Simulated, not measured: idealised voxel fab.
You're looking at the process module voxel wiring stack.
cross-section cut | 255 nm wide | cells 5 nm
A cross-section is a grid of square cells, given in bands from the top down. A band is one or more rows of cells. Basically the band line says how high the top is and how high the bottom is, in nm, and then what's in it from left to right, every material with its width in nm. Empty space shows up as "empty", and if a single material carries "all across" it runs the full band edge to edge. Ref level 0: as-received wafer is one material below here. Bottom band extends down with no lower bound ("0..down"). A width given as "30..40" starts at the first number in the band's top row and ends at the second number in its bottom row, shifting by an equal amount at every step from row to row. Where a step carries "nothing different", the cross-section came out of it unchanged, cell for cell. "Listed closed voids" means: voids of 8 cells or more that are shut off from the top with no open way through. Written width x height at distance, distance from the left edge, in nm. Read whatever lies past the settings on a step's line as the simulator's own remark about the step. On any step carrying a mask, the "overlay nm" setting, if present on the step's line, tells how far right of its planned place the mask lay; negative values point to the left. What follows is a series of pairs. Each pair shows a cross-section before one process step and the cross-section after it, and the after view is drawn only down to the lowest band that changed. Beneath each pair is the step that lies between the two, with its settings. Pairs may come from different runs of this module on the same starting wafer, so a pair continues from the one above it only where its entry headed "Pre-step" says so.

**Pre-step**
    0..down = Si all across
    Listed closed voids: none

**Step Result**
    10..0 = SiO2 all across
    Unchanged below 0.
    Listed closed voids: none
The step carried out between the cross-section before it and the cross-section after it, both shown above, is op CONFORMAL_DEP | material SiO2 | thk nm 10

Pre-step: see preceding pair, after cross-section.

**Step Result**
    15..10 = SiCN all across
    Unchanged below 10.
    Listed closed voids: none
The step carried out between the cross-section before it and the cross-section after it, both shown above, is op CONFORMAL_DEP | material SiCN | thk nm 5

Pre-step: see preceding pair, after cross-section.

**Step Result**
    35..15 = SiO2 all across
    Unchanged below 15.
    Listed closed voids: none
The step carried out between the cross-section before it and the cross-section after it, both shown above, is op DIRECTIONAL_DEP | material SiO2 | thk nm 20

Pre-step: see preceding pair, after cross-section.

**Step Result**
    45..35 = aC all across
    Unchanged below 35.
    Listed closed voids: none
The step carried out between the cross-section before it and the cross-section after it, both shown above, is op DIRECTIONAL_DEP | material aC | thk nm 10

Pre-step: see preceding pair, after cross-section.

**Step Result**
    75..45 = resist 85 nm; empty 30 nm; resist 25 nm; empty 30 nm; resist 85 nm
    Unchanged below 45.
    Listed closed voids: none
The step carried out between the cross-section before it and the cross-section after it, both shown above, is op PATTERN | tone open | mask id METAL_1 | material resist | width nm 30 | pitch nm 55 | thk nm 30 | overlay nm 0

Pre-step: see preceding pair, after cross-section.

**Step Result**
    65..45 = resist 85 nm; empty 30 nm; resist 25 nm; empty 30 nm; resist 85 nm
    45..35 = aC 85 nm; empty 30 nm; aC 25 nm; empty 30 nm; aC 85 nm
    Unchanged below 35.
    Listed closed voids: none
The step carried out between the cross-section before it and the cross-section after it, both shown above, is op DIRECTIONAL_ETCH | etch materials aC | depth nm 10

Pre-step: see preceding pair, after cross-section.

**Step Result**
    45..35 = aC 85 nm; empty 30 nm; aC 25 nm; empty 30 nm; aC 85 nm
    Unchanged below 35.
    Listed closed voids: none
The step carried out between the cross-section before it and the cross-section after it, both shown above, is op STRIP | etch materials resist

Pre-step: see preceding pair, after cross-section.

**Step Result**
    45..35 = aC 85 nm; empty 30 nm; aC 25 nm; empty 30 nm; aC 85 nm
    35..15 = SiO2 85 nm; empty 30 nm; SiO2 25 nm; empty 30 nm; SiO2 85 nm
    Unchanged below 15.
    Listed closed voids: none
The step carried out between the cross-section before it and the cross-section after it, both shown above, is op DIRECTIONAL_ETCH | etch materials SiO2 | depth nm 20

Pre-step: see preceding pair, after cross-section.

**Step Result**
    45..35 = aC 85 nm; empty 30 nm; aC 25 nm; empty 30 nm; aC 85 nm
    35..15 = SiO2 85 nm; empty 30 nm; SiO2 25 nm; empty 30 nm; SiO2 85 nm
    15..10 = SiCN 85 nm; empty 30 nm; SiCN 25 nm; empty 30 nm; SiCN 85 nm
    Unchanged below 10.
    Listed closed voids: none
The step carried out between the cross-section before it and the cross-section after it, both shown above, is op DIRECTIONAL_ETCH | etch materials SiCN | depth nm 5

Pre-step: see preceding pair, after cross-section.

**Step Result**
    35..15 = SiO2 85 nm; empty 30 nm; SiO2 25 nm; empty 30 nm; SiO2 85 nm
    Unchanged below 15.
    Listed closed voids: none
The step carried out between the cross-section before it and the cross-section after it, both shown above, is op STRIP | etch materials aC

Pre-step: see preceding pair, after cross-section.

**Step Result**
    40..35 = TiN 90 nm; empty 20 nm; TiN 35 nm; empty 20 nm; TiN 90 nm
    35..15 = SiO2 85 nm; TiN 5 nm; empty 20 nm; TiN 5 nm; SiO2 25 nm; TiN 5 nm; empty 20 nm; TiN 5 nm; SiO2 85 nm
    15..10 = SiCN 85 nm; TiN 30 nm; SiCN 25 nm; TiN 30 nm; SiCN 85 nm
    Unchanged below 10.
    Listed closed voids: none
The step carried out between the cross-section before it and the cross-section after it, both shown above, is op CONFORMAL_DEP | material TiN | thk nm 5

Pre-step: see preceding pair, after cross-section.

**Step Result**
    50..40 = Ru all across
    40..35 = TiN 90 nm; Ru 20 nm; TiN 35 nm; Ru 20 nm; TiN 90 nm
    35..15 = SiO2 85 nm; TiN 5 nm; Ru 20 nm; TiN 5 nm; SiO2 25 nm; TiN 5 nm; Ru 20 nm; TiN 5 nm; SiO2 85 nm
    Unchanged below 15.
    Listed closed voids: none
The step carried out between the cross-section before it and the cross-section after it, both shown above, is op FILL_DEP | material Ru | thk nm 10

Pre-step: see preceding pair, after cross-section.

**Step Result**
    35..15 = SiO2 85 nm; TiN 5 nm; Ru 20 nm; TiN 5 nm; SiO2 25 nm; TiN 5 nm; Ru 20 nm; TiN 5 nm; SiO2 85 nm
    Unchanged below 15.
    Listed closed voids: none
The step carried out between the cross-section before it and the cross-section after it, both shown above, is op CMP | height nm 35

Pre-step: see preceding pair, after cross-section.

**Step Result**
    40..35 = SiCN all across
    Unchanged below 35.
    Listed closed voids: none
The step carried out between the cross-section before it and the cross-section after it, both shown above, is op CONFORMAL_DEP | material SiCN | thk nm 5

Pre-step: see preceding pair, after cross-section.

**Step Result**
    60..40 = lowk all across
    Unchanged below 40.
    Listed closed voids: none
The step carried out between the cross-section before it and the cross-section after it, both shown above, is op DIRECTIONAL_DEP | material lowk | thk nm 20

Pre-step: see preceding pair, after cross-section.

**Step Result**
    75..60 = aC all across
    Unchanged below 60.
    Listed closed voids: none
The step carried out between the cross-section before it and the cross-section after it, both shown above, is op DIRECTIONAL_DEP | material aC | thk nm 15

Pre-step: see preceding pair, after cross-section.

**Step Result**
    110..75 = resist 85 nm; empty 15 nm; resist 155 nm
    Unchanged below 75.
    Listed closed voids: none
The step carried out between the cross-section before it and the cross-section after it, both shown above, is op PATTERN | tone open | mask id PLUG_1 | material resist | width nm 15 | thk nm 35 | overlay nm 0

Pre-step: see preceding pair, after cross-section.

**Step Result**
    95..75 = resist 85 nm; empty 15 nm; resist 155 nm
    75..60 = aC 85 nm; empty 15 nm; aC 155 nm
    Unchanged below 60.
    Listed closed voids: none
The step carried out between the cross-section before it and the cross-section after it, both shown above, is op DIRECTIONAL_ETCH | etch materials aC | depth nm 15

Pre-step: see preceding pair, after cross-section.

**Step Result**
    75..60 = aC 85 nm; empty 15 nm; aC 155 nm
    Unchanged below 60.
    Listed closed voids: none
The step carried out between the cross-section before it and the cross-section after it, both shown above, is op STRIP | etch materials resist

Pre-step: see preceding pair, after cross-section.

**Step Result**
    75..60 = aC 85 nm; empty 15 nm; aC 155 nm
    60..40 = lowk 85 nm; empty 15 nm; lowk 155 nm
    Unchanged below 40.
    Listed closed voids: none
The step carried out between the cross-section before it and the cross-section after it, both shown above, is op DIRECTIONAL_ETCH | etch materials lowk | depth nm 20

Pre-step: see preceding pair, after cross-section.

**Step Result**
    75..60 = aC 85 nm; empty 15 nm; aC 155 nm
    60..40 = lowk 85 nm; empty 15 nm; lowk 155 nm
    40..35 = SiCN 85 nm; empty 15 nm; SiCN 155 nm
    Unchanged below 35.
    Listed closed voids: none
The step carried out between the cross-section before it and the cross-section after it, both shown above, is op DIRECTIONAL_ETCH | etch materials SiCN | depth nm 5

Pre-step: see preceding pair, after cross-section.

**Step Result**
    60..40 = lowk 85 nm; empty 15 nm; lowk 155 nm
    Unchanged below 40.
    Listed closed voids: none
The step carried out between the cross-section before it and the cross-section after it, both shown above, is op STRIP | etch materials aC

Pre-step: see preceding pair, after cross-section.

**Step Result**
    65..60 = TiN 90 nm; empty 5 nm; TiN 160 nm
    60..40 = lowk 85 nm; TiN 5 nm; empty 5 nm; TiN 5 nm; lowk 155 nm
    40..35 = SiCN 85 nm; TiN 15 nm; SiCN 155 nm
    Unchanged below 35.
    Listed closed voids: none
The step carried out between the cross-section before it and the cross-section after it, both shown above, is op CONFORMAL_DEP | material TiN | thk nm 5

Pre-step: see preceding pair, after cross-section.

**Step Result**
    75..65 = Cu all across
    65..60 = TiN 90 nm; Cu 5 nm; TiN 160 nm
    60..40 = lowk 85 nm; TiN 5 nm; Cu 5 nm; TiN 5 nm; lowk 155 nm
    Unchanged below 40.
    Listed closed voids: none
The step carried out between the cross-section before it and the cross-section after it, both shown above, is op FILL_DEP | material Cu | thk nm 10

Pre-step: see preceding pair, after cross-section.

**Step Result**
    60..40 = lowk 85 nm; TiN 5 nm; Cu 5 nm; TiN 5 nm; lowk 155 nm
    Unchanged below 40.
    Listed closed voids: none
The step carried out between the cross-section before it and the cross-section after it, both shown above, is op CMP | height nm 60

Pre-step: see preceding pair, after cross-section.

**Step Result**
    65..60 = SiN all across
    Unchanged below 60.
    Listed closed voids: none
The step carried out between the cross-section before it and the cross-section after it, both shown above, is op CONFORMAL_DEP | material SiN | thk nm 5

Pre-step: see preceding pair, after cross-section.

**Step Result**
    90..65 = SiO2 all across
    Unchanged below 65.
    Listed closed voids: none
The step carried out between the cross-section before it and the cross-section after it, both shown above, is op DIRECTIONAL_DEP | material SiO2 | thk nm 25

Pre-step: see preceding pair, after cross-section.

**Step Result**
    90..65 = SiO2 85 nm; empty 30 nm; SiO2 25 nm; empty 30 nm; SiO2 85 nm
    Unchanged below 65.
    Listed closed voids: none
The step carried out between the cross-section before it and the cross-section after it, both shown above, is op MASKED_ETCH | tone open | mask id METAL_2 | width nm 30 | pitch nm 55 | etch materials SiO2 | depth nm 25 | overlay nm 0

Pre-step: see preceding pair, after cross-section.

**Step Result**
    90..65 = SiO2 85 nm; empty 30 nm; SiO2 25 nm; empty 30 nm; SiO2 85 nm
    65..60 = SiN 85 nm; empty 30 nm; SiN 25 nm; empty 30 nm; SiN 85 nm
    Unchanged below 60.
    Listed closed voids: none
The step carried out between the cross-section before it and the cross-section after it, both shown above, is op MASKED_ETCH | tone open | mask id METAL_2 | width nm 30 | pitch nm 55 | etch materials SiN | depth nm 5 | overlay nm 0

Pre-step: see preceding pair, after cross-section.

**Step Result**
    95..90 = TiN 90 nm; empty 20 nm; TiN 35 nm; empty 20 nm; TiN 90 nm
    90..65 = SiO2 85 nm; TiN 5 nm; empty 20 nm; TiN 5 nm; SiO2 25 nm; TiN 5 nm; empty 20 nm; TiN 5 nm; SiO2 85 nm
    65..60 = SiN 85 nm; TiN 30 nm; SiN 25 nm; TiN 30 nm; SiN 85 nm
    Unchanged below 60.
    Listed closed voids: none
The step carried out between the cross-section before it and the cross-section after it, both shown above, is op CONFORMAL_DEP | material TiN | thk nm 5

Pre-step: see preceding pair, after cross-section.

**Step Result**
    100..95 = Ru all across
    95..90 = TiN 90 nm; Ru 20 nm; TiN 35 nm; Ru 20 nm; TiN 90 nm
    90..65 = SiO2 85 nm; TiN 5 nm; Ru 20 nm; TiN 5 nm; SiO2 25 nm; TiN 5 nm; Ru 20 nm; TiN 5 nm; SiO2 85 nm
    Unchanged below 65.
    Listed closed voids: none
The step carried out between the cross-section before it and the cross-section after it, both shown above, is op FILL_DEP | material Ru | thk nm 5

Pre-step: see preceding pair, after cross-section.

**Step Result**
    90..65 = SiO2 85 nm; TiN 5 nm; Ru 20 nm; TiN 5 nm; SiO2 25 nm; TiN 5 nm; Ru 20 nm; TiN 5 nm; SiO2 85 nm
    Unchanged below 65.
    Listed closed voids: none
The step carried out between the cross-section before it and the cross-section after it, both shown above, is op CMP | height nm 90

Pre-step: see preceding pair, after cross-section.

**Step Result**
    95..90 = SiN all across
    Unchanged below 90.
    Listed closed voids: none
The step carried out between the cross-section before it and the cross-section after it, both shown above, is op CONFORMAL_DEP | material SiN | thk nm 5

**Pre-step**
    75..65 = Cu all across
    65..60 = TiN 90 nm; Cu 5 nm; TiN 160 nm
    60..40 = lowk 85 nm; TiN 5 nm; Cu 5 nm; TiN 5 nm; lowk 155 nm
    40..35 = SiCN 85 nm; TiN 15 nm; SiCN 155 nm
    35..15 = SiO2 85 nm; TiN 5 nm; Ru 20 nm; TiN 5 nm; SiO2 25 nm; TiN 5 nm; Ru 20 nm; TiN 5 nm; SiO2 85 nm
    15..10 = SiCN 85 nm; TiN 30 nm; SiCN 25 nm; TiN 30 nm; SiCN 85 nm
    10..0 = SiO2 all across
    0..down = Si all across
    Listed closed voids: none

**Step Result**
    80..75 = SiN all across
    Unchanged below 75.
    Listed closed voids: none
The step carried out between the cross-section before it and the cross-section after it, both shown above, is op CONFORMAL_DEP | material SiN | thk nm 5

Pre-step: see preceding pair, after cross-section.

**Step Result**
    105..80 = SiO2 all across
    Unchanged below 80.
    Listed closed voids: none
The step carried out between the cross-section before it and the cross-section after it, both shown above, is op DIRECTIONAL_DEP | material SiO2 | thk nm 25

Pre-step: see preceding pair, after cross-section.

**Step Result**
    105..80 = SiO2 85 nm; empty 30 nm; SiO2 25 nm; empty 30 nm; SiO2 85 nm
    Unchanged below 80.
    Listed closed voids: none
The step carried out between the cross-section before it and the cross-section after it, both shown above, is op MASKED_ETCH | tone open | mask id METAL_2 | width nm 30 | pitch nm 55 | etch materials SiO2 | depth nm 25 | overlay nm 0

Pre-step: see preceding pair, after cross-section.

**Step Result**
    105..80 = SiO2 85 nm; empty 30 nm; SiO2 25 nm; empty 30 nm; SiO2 85 nm
    80..75 = SiN 85 nm; empty 30 nm; SiN 25 nm; empty 30 nm; SiN 85 nm
    Unchanged below 75.
    Listed closed voids: none
The step carried out between the cross-section before it and the cross-section after it, both shown above, is op MASKED_ETCH | tone open | mask id METAL_2 | width nm 30 | pitch nm 55 | etch materials SiN | depth nm 5 | overlay nm 0

Pre-step: see preceding pair, after cross-section.

**Step Result**
    110..105 = TiN 90 nm; empty 20 nm; TiN 35 nm; empty 20 nm; TiN 90 nm
    105..80 = SiO2 85 nm; TiN 5 nm; empty 20 nm; TiN 5 nm; SiO2 25 nm; TiN 5 nm; empty 20 nm; TiN 5 nm; SiO2 85 nm
    80..75 = SiN 85 nm; TiN 30 nm; SiN 25 nm; TiN 30 nm; SiN 85 nm
    Unchanged below 75.
    Listed closed voids: none
The step carried out between the cross-section before it and the cross-section after it, both shown above, is op CONFORMAL_DEP | material TiN | thk nm 5

Pre-step: see preceding pair, after cross-section.

**Step Result**
    115..110 = Ru all across
    110..105 = TiN 90 nm; Ru 20 nm; TiN 35 nm; Ru 20 nm; TiN 90 nm
    105..80 = SiO2 85 nm; TiN 5 nm; Ru 20 nm; TiN 5 nm; SiO2 25 nm; TiN 5 nm; Ru 20 nm; TiN 5 nm; SiO2 85 nm
    Unchanged below 80.
    Listed closed voids: none
The step carried out between the cross-section before it and the cross-section after it, both shown above, is op FILL_DEP | material Ru | thk nm 5

Pre-step: see preceding pair, after cross-section.

**Step Result**
    90..80 = SiO2 85 nm; TiN 5 nm; Ru 20 nm; TiN 5 nm; SiO2 25 nm; TiN 5 nm; Ru 20 nm; TiN 5 nm; SiO2 85 nm
    Unchanged below 80.
    Listed closed voids: none
The step carried out between the cross-section before it and the cross-section after it, both shown above, is op CMP | height nm 90

Pre-step: see preceding pair, after cross-section.

**Step Result**
    95..90 = SiN all across
    Unchanged below 90.
    Listed closed voids: none
The step carried out between the cross-section before it and the cross-section after it, both shown above, is op CONFORMAL_DEP | material SiN | thk nm 5

**Pre-step**
    100..95 = Ru all across
    95..90 = TiN 90 nm; Ru 20 nm; TiN 35 nm; Ru 20 nm; TiN 90 nm
    90..65 = SiO2 85 nm; TiN 5 nm; Ru 20 nm; TiN 5 nm; SiO2 25 nm; TiN 5 nm; Ru 20 nm; TiN 5 nm; SiO2 85 nm
    65..60 = SiN 85 nm; TiN 30 nm; SiN 25 nm; TiN 30 nm; SiN 85 nm
    60..40 = lowk 85 nm; TiN 5 nm; Cu 5 nm; TiN 5 nm; lowk 155 nm
    40..35 = SiCN 85 nm; TiN 15 nm; SiCN 155 nm
    35..15 = SiO2 85 nm; TiN 5 nm; Ru 20 nm; TiN 5 nm; SiO2 25 nm; TiN 5 nm; Ru 20 nm; TiN 5 nm; SiO2 85 nm
    15..10 = SiCN 85 nm; TiN 30 nm; SiCN 25 nm; TiN 30 nm; SiCN 85 nm
    10..0 = SiO2 all across
    0..down = Si all across
    Listed closed voids: none

**Step Result**
    105..95 = Ru all across
    Unchanged below 95.
    Listed closed voids: none
The step carried out between the cross-section before it and the cross-section after it, both shown above, is op FILL_DEP | material Ru | thk nm 5

Pre-step: see preceding pair, after cross-section.

**Step Result**
    90..65 = SiO2 85 nm; TiN 5 nm; Ru 20 nm; TiN 5 nm; SiO2 25 nm; TiN 5 nm; Ru 20 nm; TiN 5 nm; SiO2 85 nm
    Unchanged below 65.
    Listed closed voids: none
The step carried out between the cross-section before it and the cross-section after it, both shown above, is op CMP | height nm 90

**Pre-step**
    0..down = Si all across
    Listed closed voids: none

**Step Result**
    5..0 = SiCN all across
    Unchanged below 0.
    Listed closed voids: none
The step carried out between the cross-section before it and the cross-section after it, both shown above, is op CONFORMAL_DEP | material SiCN | thk nm 5

Pre-step: see preceding pair, after cross-section.

**Step Result**
    15..5 = SiO2 all across
    Unchanged below 5.
    Listed closed voids: none
The step carried out between the cross-section before it and the cross-section after it, both shown above, is op CONFORMAL_DEP | material SiO2 | thk nm 10

Pre-step: see preceding pair, after cross-section.

**Step Result**
    35..5 = SiO2 all across
    Unchanged below 5.
    Listed closed voids: none
The step carried out between the cross-section before it and the cross-section after it, both shown above, is op DIRECTIONAL_DEP | material SiO2 | thk nm 20

Pre-step: see preceding pair, after cross-section.

**Step Result**
    45..35 = aC all across
    Unchanged below 35.
    Listed closed voids: none
The step carried out between the cross-section before it and the cross-section after it, both shown above, is op DIRECTIONAL_DEP | material aC | thk nm 10

Pre-step: see preceding pair, after cross-section.

**Step Result**
    75..45 = resist 85 nm; empty 30 nm; resist 25 nm; empty 30 nm; resist 85 nm
    Unchanged below 45.
    Listed closed voids: none
The step carried out between the cross-section before it and the cross-section after it, both shown above, is op PATTERN | tone open | mask id METAL_1 | material resist | width nm 30 | pitch nm 55 | thk nm 30 | overlay nm 0

Pre-step: see preceding pair, after cross-section.

**Step Result**
    65..45 = resist 85 nm; empty 30 nm; resist 25 nm; empty 30 nm; resist 85 nm
    45..35 = aC 85 nm; empty 30 nm; aC 25 nm; empty 30 nm; aC 85 nm
    Unchanged below 35.
    Listed closed voids: none
The step carried out between the cross-section before it and the cross-section after it, both shown above, is op DIRECTIONAL_ETCH | etch materials aC | depth nm 10

Pre-step: see preceding pair, after cross-section.

**Step Result**
    45..35 = aC 85 nm; empty 30 nm; aC 25 nm; empty 30 nm; aC 85 nm
    Unchanged below 35.
    Listed closed voids: none
The step carried out between the cross-section before it and the cross-section after it, both shown above, is op STRIP | etch materials resist

Pre-step: see preceding pair, after cross-section.

**Step Result**
    45..35 = aC 85 nm; empty 30 nm; aC 25 nm; empty 30 nm; aC 85 nm
    35..15 = SiO2 85 nm; empty 30 nm; SiO2 25 nm; empty 30 nm; SiO2 85 nm
    Unchanged below 15.
    Listed closed voids: none
The step carried out between the cross-section before it and the cross-section after it, both shown above, is op DIRECTIONAL_ETCH | etch materials SiO2 | depth nm 20

Pre-step: see preceding pair, after cross-section.

**Step Result**
    35..15 = SiO2 85 nm; empty 30 nm; SiO2 25 nm; empty 30 nm; SiO2 85 nm
    Unchanged below 15.
    Listed closed voids: none
The step carried out between the cross-section before it and the cross-section after it, both shown above, is op STRIP | etch materials aC

Pre-step: see preceding pair, after cross-section.

**Step Result**
    40..35 = TiN 90 nm; empty 20 nm; TiN 35 nm; empty 20 nm; TiN 90 nm
    35..20 = SiO2 85 nm; TiN 5 nm; empty 20 nm; TiN 5 nm; SiO2 25 nm; TiN 5 nm; empty 20 nm; TiN 5 nm; SiO2 85 nm
    20..15 = SiO2 85 nm; TiN 30 nm; SiO2 25 nm; TiN 30 nm; SiO2 85 nm
    Unchanged below 15.
    Listed closed voids: none
The step carried out between the cross-section before it and the cross-section after it, both shown above, is op CONFORMAL_DEP | material TiN | thk nm 5

Pre-step: see preceding pair, after cross-section.

**Step Result**
    50..40 = Ru all across
    40..35 = TiN 90 nm; Ru 20 nm; TiN 35 nm; Ru 20 nm; TiN 90 nm
    35..20 = SiO2 85 nm; TiN 5 nm; Ru 20 nm; TiN 5 nm; SiO2 25 nm; TiN 5 nm; Ru 20 nm; TiN 5 nm; SiO2 85 nm
    Unchanged below 20.
    Listed closed voids: none
The step carried out between the cross-section before it and the cross-section after it, both shown above, is op FILL_DEP | material Ru | thk nm 10

Pre-step: see preceding pair, after cross-section.

**Step Result**
    35..20 = SiO2 85 nm; TiN 5 nm; Ru 20 nm; TiN 5 nm; SiO2 25 nm; TiN 5 nm; Ru 20 nm; TiN 5 nm; SiO2 85 nm
    Unchanged below 20.
    Listed closed voids: none
The step carried out between the cross-section before it and the cross-section after it, both shown above, is op CMP | height nm 35

Pre-step: see preceding pair, after cross-section.

**Step Result**
    40..35 = SiCN all across
    Unchanged below 35.
    Listed closed voids: none
The step carried out between the cross-section before it and the cross-section after it, both shown above, is op CONFORMAL_DEP | material SiCN | thk nm 5

Pre-step: see preceding pair, after cross-section.

**Step Result**
    60..40 = lowk all across
    Unchanged below 40.
    Listed closed voids: none
The step carried out between the cross-section before it and the cross-section after it, both shown above, is op DIRECTIONAL_DEP | material lowk | thk nm 20

Pre-step: see preceding pair, after cross-section.

**Step Result**
    75..60 = aC all across
    Unchanged below 60.
    Listed closed voids: none
The step carried out between the cross-section before it and the cross-section after it, both shown above, is op DIRECTIONAL_DEP | material aC | thk nm 15

Pre-step: see preceding pair, after cross-section.

**Step Result**
    110..75 = resist 85 nm; empty 15 nm; resist 155 nm
    Unchanged below 75.
    Listed closed voids: none
The step carried out between the cross-section before it and the cross-section after it, both shown above, is op PATTERN | tone open | mask id PLUG_1 | material resist | width nm 15 | thk nm 35 | overlay nm 0

Pre-step: see preceding pair, after cross-section.

**Step Result**
    95..75 = resist 85 nm; empty 15 nm; resist 155 nm
    75..60 = aC 85 nm; empty 15 nm; aC 155 nm
    Unchanged below 60.
    Listed closed voids: none
The step carried out between the cross-section before it and the cross-section after it, both shown above, is op DIRECTIONAL_ETCH | etch materials aC | depth nm 15

Pre-step: see preceding pair, after cross-section.

**Step Result**
    75..60 = aC 85 nm; empty 15 nm; aC 155 nm
    Unchanged below 60.
    Listed closed voids: none
The step carried out between the cross-section before it and the cross-section after it, both shown above, is op STRIP | etch materials resist

Pre-step: see preceding pair, after cross-section.

**Step Result**
    75..60 = aC 85 nm; empty 15 nm; aC 155 nm
    60..40 = lowk 85 nm; empty 15 nm; lowk 155 nm
    Unchanged below 40.
    Listed closed voids: none
The step carried out between the cross-section before it and the cross-section after it, both shown above, is op DIRECTIONAL_ETCH | etch materials lowk | depth nm 20

Pre-step: see preceding pair, after cross-section.

**Step Result**
    75..60 = aC 85 nm; empty 15 nm; aC 155 nm
    60..40 = lowk 85 nm; empty 15 nm; lowk 155 nm
    40..35 = SiCN 85 nm; empty 15 nm; SiCN 155 nm
    Unchanged below 35.
    Listed closed voids: none
The step carried out between the cross-section before it and the cross-section after it, both shown above, is op DIRECTIONAL_ETCH | etch materials SiCN | depth nm 5

Pre-step: see preceding pair, after cross-section.

**Step Result**
    60..40 = lowk 85 nm; empty 15 nm; lowk 155 nm
    Unchanged below 40.
    Listed closed voids: none
The step carried out between the cross-section before it and the cross-section after it, both shown above, is op STRIP | etch materials aC

Pre-step: see preceding pair, after cross-section.

**Step Result**
    65..60 = TiN 90 nm; empty 5 nm; TiN 160 nm
    60..40 = lowk 85 nm; TiN 5 nm; empty 5 nm; TiN 5 nm; lowk 155 nm
    40..35 = SiCN 85 nm; TiN 15 nm; SiCN 155 nm
    Unchanged below 35.
    Listed closed voids: none
The step carried out between the cross-section before it and the cross-section after it, both shown above, is op CONFORMAL_DEP | material TiN | thk nm 5

Pre-step: see preceding pair, after cross-section.

**Step Result**
    75..65 = Cu all across
    65..60 = TiN 90 nm; Cu 5 nm; TiN 160 nm
    60..40 = lowk 85 nm; TiN 5 nm; Cu 5 nm; TiN 5 nm; lowk 155 nm
    Unchanged below 40.
    Listed closed voids: none
The step carried out between the cross-section before it and the cross-section after it, both shown above, is op FILL_DEP | material Cu | thk nm 10

Pre-step: see preceding pair, after cross-section.

**Step Result**
    60..40 = lowk 85 nm; TiN 5 nm; Cu 5 nm; TiN 5 nm; lowk 155 nm
    Unchanged below 40.
    Listed closed voids: none
The step carried out between the cross-section before it and the cross-section after it, both shown above, is op CMP | height nm 60

Pre-step: see preceding pair, after cross-section.

**Step Result**
    65..60 = SiN all across
    Unchanged below 60.
    Listed closed voids: none
The step carried out between the cross-section before it and the cross-section after it, both shown above, is op CONFORMAL_DEP | material SiN | thk nm 5

Pre-step: see preceding pair, after cross-section.

**Step Result**
    90..65 = SiO2 all across
    Unchanged below 65.
    Listed closed voids: none
The step carried out between the cross-section before it and the cross-section after it, both shown above, is op DIRECTIONAL_DEP | material SiO2 | thk nm 25

Pre-step: see preceding pair, after cross-section.

**Step Result**
    90..65 = SiO2 85 nm; empty 30 nm; SiO2 25 nm; empty 30 nm; SiO2 85 nm
    Unchanged below 65.
    Listed closed voids: none
The step carried out between the cross-section before it and the cross-section after it, both shown above, is op MASKED_ETCH | tone open | mask id METAL_2 | width nm 30 | pitch nm 55 | etch materials SiO2 | depth nm 25 | overlay nm 0

Pre-step: see preceding pair, after cross-section.

**Step Result**
    90..65 = SiO2 85 nm; empty 30 nm; SiO2 25 nm; empty 30 nm; SiO2 85 nm
    65..60 = SiN 85 nm; empty 30 nm; SiN 25 nm; empty 30 nm; SiN 85 nm
    Unchanged below 60.
    Listed closed voids: none
The step carried out between the cross-section before it and the cross-section after it, both shown above, is op MASKED_ETCH | tone open | mask id METAL_2 | width nm 30 | pitch nm 55 | etch materials SiN | depth nm 5 | overlay nm 0

Pre-step: see preceding pair, after cross-section.

**Step Result**
    95..90 = TiN 90 nm; empty 20 nm; TiN 35 nm; empty 20 nm; TiN 90 nm
    90..65 = SiO2 85 nm; TiN 5 nm; empty 20 nm; TiN 5 nm; SiO2 25 nm; TiN 5 nm; empty 20 nm; TiN 5 nm; SiO2 85 nm
    65..60 = SiN 85 nm; TiN 30 nm; SiN 25 nm; TiN 30 nm; SiN 85 nm
    Unchanged below 60.
    Listed closed voids: none
The step carried out between the cross-section before it and the cross-section after it, both shown above, is op CONFORMAL_DEP | material TiN | thk nm 5

Pre-step: see preceding pair, after cross-section.

**Step Result**
    100..95 = Ru all across
    95..90 = TiN 90 nm; Ru 20 nm; TiN 35 nm; Ru 20 nm; TiN 90 nm
    90..65 = SiO2 85 nm; TiN 5 nm; Ru 20 nm; TiN 5 nm; SiO2 25 nm; TiN 5 nm; Ru 20 nm; TiN 5 nm; SiO2 85 nm
    Unchanged below 65.
    Listed closed voids: none
The step carried out between the cross-section before it and the cross-section after it, both shown above, is op FILL_DEP | material Ru | thk nm 5

Pre-step: see preceding pair, after cross-section.

**Step Result**
    90..65 = SiO2 85 nm; TiN 5 nm; Ru 20 nm; TiN 5 nm; SiO2 25 nm; TiN 5 nm; Ru 20 nm; TiN 5 nm; SiO2 85 nm
    Unchanged below 65.
    Listed closed voids: none
The step carried out between the cross-section before it and the cross-section after it, both shown above, is op CMP | height nm 90

Pre-step: see preceding pair, after cross-section.

**Step Result**
    95..90 = SiN all across
    Unchanged below 90.
    Listed closed voids: none
The step carried out between the cross-section before it and the cross-section after it, both shown above, is op CONFORMAL_DEP | material SiN | thk nm 5

**Pre-step**
    50..40 = Ru all across
    40..35 = TiN 90 nm; Ru 20 nm; TiN 35 nm; Ru 20 nm; TiN 90 nm
    35..15 = SiO2 85 nm; TiN 5 nm; Ru 20 nm; TiN 5 nm; SiO2 25 nm; TiN 5 nm; Ru 20 nm; TiN 5 nm; SiO2 85 nm
    15..10 = SiCN 85 nm; TiN 30 nm; SiCN 25 nm; TiN 30 nm; SiCN 85 nm
    10..0 = SiO2 all across
    0..down = Si all across
    Listed closed voids: none

**Step Result**
    45..40 = Ru all across
    Unchanged below 40.
    Listed closed voids: none
The step carried out between the cross-section before it and the cross-section after it, both shown above, is op CMP | height nm 45

Pre-step: see preceding pair, after cross-section.

**Step Result**
    50..45 = SiCN all across
    Unchanged below 45.
    Listed closed voids: none
The step carried out between the cross-section before it and the cross-section after it, both shown above, is op CONFORMAL_DEP | material SiCN | thk nm 5

Pre-step: see preceding pair, after cross-section.

**Step Result**
    70..50 = lowk all across
    Unchanged below 50.
    Listed closed voids: none
The step carried out between the cross-section before it and the cross-section after it, both shown above, is op DIRECTIONAL_DEP | material lowk | thk nm 20

Pre-step: see preceding pair, after cross-section.

**Step Result**
    85..70 = aC all across
    Unchanged below 70.
    Listed closed voids: none
The step carried out between the cross-section before it and the cross-section after it, both shown above, is op DIRECTIONAL_DEP | material aC | thk nm 15

Pre-step: see preceding pair, after cross-section.

**Step Result**
    120..85 = resist 85 nm; empty 15 nm; resist 155 nm
    Unchanged below 85.
    Listed closed voids: none
The step carried out between the cross-section before it and the cross-section after it, both shown above, is op PATTERN | tone open | mask id PLUG_1 | material resist | width nm 15 | thk nm 35 | overlay nm 0

Pre-step: see preceding pair, after cross-section.

**Step Result**
    105..85 = resist 85 nm; empty 15 nm; resist 155 nm
    85..70 = aC 85 nm; empty 15 nm; aC 155 nm
    Unchanged below 70.
    Listed closed voids: none
The step carried out between the cross-section before it and the cross-section after it, both shown above, is op DIRECTIONAL_ETCH | etch materials aC | depth nm 15
